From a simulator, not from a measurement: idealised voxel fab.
process module | voxel self aligned contacts
cross-section cut | 180 nm wide | cells 5 nm
A cross-section is a grid of square cells, given in bands from the top down. A band is one or more rows of cells.
Each band's line starts with the height of the band's top and of its bottom, in nm. Then come its materials from left to right, each with its width in nm. One material with "throughout" fills the band from edge to edge. "air" is empty space.
Height 0 is the level under which the wafer as received is all one material. The lowest band goes on downwards, as in "0 down".
A width such as "30 to 40" changes by the same amount from each row of cells to the next, from the band's top row to its bottom row.
"no change" after a step means that no cell of the cross-section changed.
closed voids: empty space of 8 cells or more with no open way to the top, each as width x height at its distance from the left edge, in nm
after a step's settings: what the simulator itself notes on the step
overlay nm, on a step with a mask: how far to the right of its planned place the mask lay; to the left if negative
plan
1 op RECEIVE | material Si
2 op CONFORMAL_DEP | material SiO2 | thk nm 5
3 op DIRECTIONAL_DEP | material polySi | thk nm 30
4 op DIRECTIONAL_DEP | material SiN | thk nm 20
5 op MASKED_ETCH | tone cover | mask id GATE | width nm 30 | pitch nm 65 | etch materials SiN | depth nm 20 | overlay nm 0
6 op MASKED_ETCH | tone cover | mask id GATE | width nm 30 | pitch nm 65 | etch materials polySi | depth nm 30 | overlay nm 0
7 op CONFORMAL_DEP | material SiN | thk nm 10
8 op DIRECTIONAL_ETCH | etch materials SiN | depth nm 10
9 op FILL_DEP | material SiO2 | thk nm 15
10 op CMP | height nm 65
11 op PATTERN | tone open | mask id CONTACT | material resist | width nm 45 | thk nm 20 | overlay nm 0
12 op DIRECTIONAL_ETCH | etch materials SiO2 | depth nm 65
13 op STRIP | etch materials resist
14 op CONFORMAL_DEP | material TiN | thk nm 5
15 op FILL_DEP | material Ru | thk nm 10
16 op CMP | height nm 65
17 op CONFORMAL_DEP | material SiN | thk nm 5
first wafer, as planned
as received, after step 1
  0 down: Si throughout
  closed voids: none
after step 2
  5 to 0: SiO2 throughout
  below 0: unchanged
after step 3
  35 to 5: polySi throughout
  below 5: unchanged
after step 4
  55 to 35: SiN throughout
  below 35: unchanged
after step 5
  55 to 35: air 40 | SiN 30 | air 35 | SiN 30 | air 45
  below 35: unchanged
after step 6
  55 to 35: air 40 | SiN 30 | air 35 | SiN 30 | air 45
  35 to 5: air 40 | polySi 30 | air 35 | polySi 30 | air 45
  below 5: unchanged
after step 7
  65 to 35: air 30 | SiN 50 | air 15 | SiN 50 | air 35
  35 to 15: air 30 | SiN 10 | polySi 30 | SiN 10 | air 15 | SiN 10 | polySi 30 | SiN 10 | air 35
  15 to 5: SiN 40 | polySi 30 | SiN 35 | polySi 30 | SiN 45
  below 5: unchanged
after step 8
  55 to 35: air 30 | SiN 50 | air 15 | SiN 50 | air 35
  35 to 5: air 30 | SiN 10 | polySi 30 | SiN 10 | air 15 | SiN 10 | polySi 30 | SiN 10 | air 35
  below 5: unchanged
after step 9
  70 to 55: SiO2 throughout
  55 to 35: SiO2 30 | SiN 50 | SiO2 15 | SiN 50 | SiO2 35
  35 to 5: SiO2 30 | SiN 10 | polySi 30 | SiN 10 | SiO2 15 | SiN 10 | polySi 30 | SiN 10 | SiO2 35
  below 5: unchanged
after step 10
  65 to 55: SiO2 throughout
  below 55: unchanged
after step 11
  85 to 65: resist 65 | air 45 | resist 70
  below 65: unchanged
after step 12
  85 to 65: resist 65 | air 45 | resist 70
  65 to 55: SiO2 65 | air 45 | SiO2 70
  55 to 35: SiO2 30 | SiN 50 | air 15 | SiN 50 | SiO2 35
  35 to 5: SiO2 30 | SiN 10 | polySi 30 | SiN 10 | air 15 | SiN 10 | polySi 30 | SiN 10 | SiO2 35
  5 to 0: SiO2 80 | air 15 | SiO2 85
  below 0: unchanged
after step 13
  65 to 55: SiO2 65 | air 45 | SiO2 70
  below 55: unchanged
after step 14
  70 to 65: TiN 70 | air 35 | TiN 75
  65 to 55: SiO2 65 | TiN 5 to 20 | air 35 to 5 | TiN 5 to 20 | SiO2 70
  55 to 35: SiO2 30 | SiN 50 | TiN 5 | air 5 | TiN 5 | SiN 50 | SiO2 35
  35 to 5: SiO2 30 | SiN 10 | polySi 30 | SiN 10 | TiN 5 | air 5 | TiN 5 | SiN 10 | polySi 30 | SiN 10 | SiO2 35
  5 to 0: SiO2 80 | TiN 15 | SiO2 85
  below 0: unchanged
after step 15
  80 to 70: Ru throughout
  70 to 65: TiN 70 | Ru 35 | TiN 75
  65 to 55: SiO2 65 | TiN 5 to 20 | Ru 35 to 5 | TiN 5 to 20 | SiO2 70
  55 to 35: SiO2 30 | SiN 50 | TiN 5 | Ru 5 | TiN 5 | SiN 50 | SiO2 35
  35 to 5: SiO2 30 | SiN 10 | polySi 30 | SiN 10 | TiN 5 | Ru 5 | TiN 5 | SiN 10 | polySi 30 | SiN 10 | SiO2 35
  below 5: unchanged
after step 16
  65 to 55: SiO2 65 | TiN 5 to 20 | Ru 35 to 5 | TiN 5 to 20 | SiO2 70
  below 55: unchanged
after step 17
  70 to 65: SiN throughout
  below 65: unchanged
second wafer: like start, like plan, one mistake. Through step 2 it matches the first wafer
when step 3 should have ended
  65 to 5: polySi throughout
  below 5: unchanged
when step 4 should have ended
  85 to 65: SiN throughout
  below 65: unchanged
when step 5 should have ended
  85 to 65: air 40 | SiN 30 | air 35 | SiN 30 | air 45
  below 65: unchanged
when step 6 should have ended
  85 to 65: air 40 | SiN 30 | air 35 | SiN 30 | air 45
  65 to 35: air 40 | polySi 30 | air 35 | polySi 30 | air 45
  below 35: unchanged
when step 7 should have ended
  95 to 65: air 30 | SiN 50 | air 15 | SiN 50 | air 35
  65 to 45: air 30 | SiN 10 | polySi 30 | SiN 10 | air 15 | SiN 10 | polySi 30 | SiN 10 | air 35
  45 to 35: SiN 40 | polySi 30 | SiN 35 | polySi 30 | SiN 45
  below 35: unchanged
when step 8 should have ended
  85 to 65: air 30 | SiN 50 | air 15 | SiN 50 | air 35
  65 to 35: air 30 | SiN 10 | polySi 30 | SiN 10 | air 15 | SiN 10 | polySi 30 | SiN 10 | air 35
  below 35: unchanged
when step 9 should have ended
  100 to 85: SiO2 throughout
  85 to 65: SiO2 30 | SiN 50 | SiO2 15 | SiN 50 | SiO2 35
  65 to 35: SiO2 30 | SiN 10 | polySi 30 | SiN 10 | SiO2 15 | SiN 10 | polySi 30 | SiN 10 | SiO2 35
  below 35: unchanged
when step 10 should have ended
  65 to 35: SiO2 30 | SiN 10 | polySi 30 | SiN 10 | SiO2 15 | SiN 10 | polySi 30 | SiN 10 | SiO2 35
  below 35: unchanged
when step 11 should have ended
  85 to 65: resist 65 | air 45 | resist 70
  below 65: unchanged
when step 12 should have ended
  85 to 65: resist 65 | air 45 | resist 70
  65 to 35: SiO2 30 | SiN 10 | polySi 30 | SiN 10 | air 15 | SiN 10 | polySi 30 | SiN 10 | SiO2 35
  below 35: unchanged
when step 13 should have ended
  65 to 35: SiO2 30 | SiN 10 | polySi 30 | SiN 10 | air 15 | SiN 10 | polySi 30 | SiN 10 | SiO2 35
  below 35: unchanged
when step 14 should have ended
  70 to 65: TiN 85 | air 5 | TiN 90
  65 to 40: SiO2 30 | SiN 10 | polySi 30 | SiN 10 | TiN 5 | air 5 | TiN 5 | SiN 10 | polySi 30 | SiN 10 | SiO2 35
  40 to 35: SiO2 30 | SiN 10 | polySi 30 | SiN 10 | TiN 15 | SiN 10 | polySi 30 | SiN 10 | SiO2 35
  below 35: unchanged
when step 15 should have ended
  80 to 70: Ru throughout
  70 to 65: TiN 85 | Ru 5 | TiN 90
  65 to 40: SiO2 30 | SiN 10 | polySi 30 | SiN 10 | TiN 5 | Ru 5 | TiN 5 | SiN 10 | polySi 30 | SiN 10 | SiO2 35
  below 40: unchanged
when step 16 should have ended
  65 to 40: SiO2 30 | SiN 10 | polySi 30 | SiN 10 | TiN 5 | Ru 5 | TiN 5 | SiN 10 | polySi 30 | SiN 10 | SiO2 35
  below 40: unchanged
when step 17 should have ended
  70 to 65: SiN throughout
  below 65: unchanged
what went wrong: step 3 was run twice
at the end the second wafer has, in cells: 13 fewer of Ru | 80 fewer of SiN | 103 fewer of SiO2 | 20 fewer of TiN | 216 more of polySi
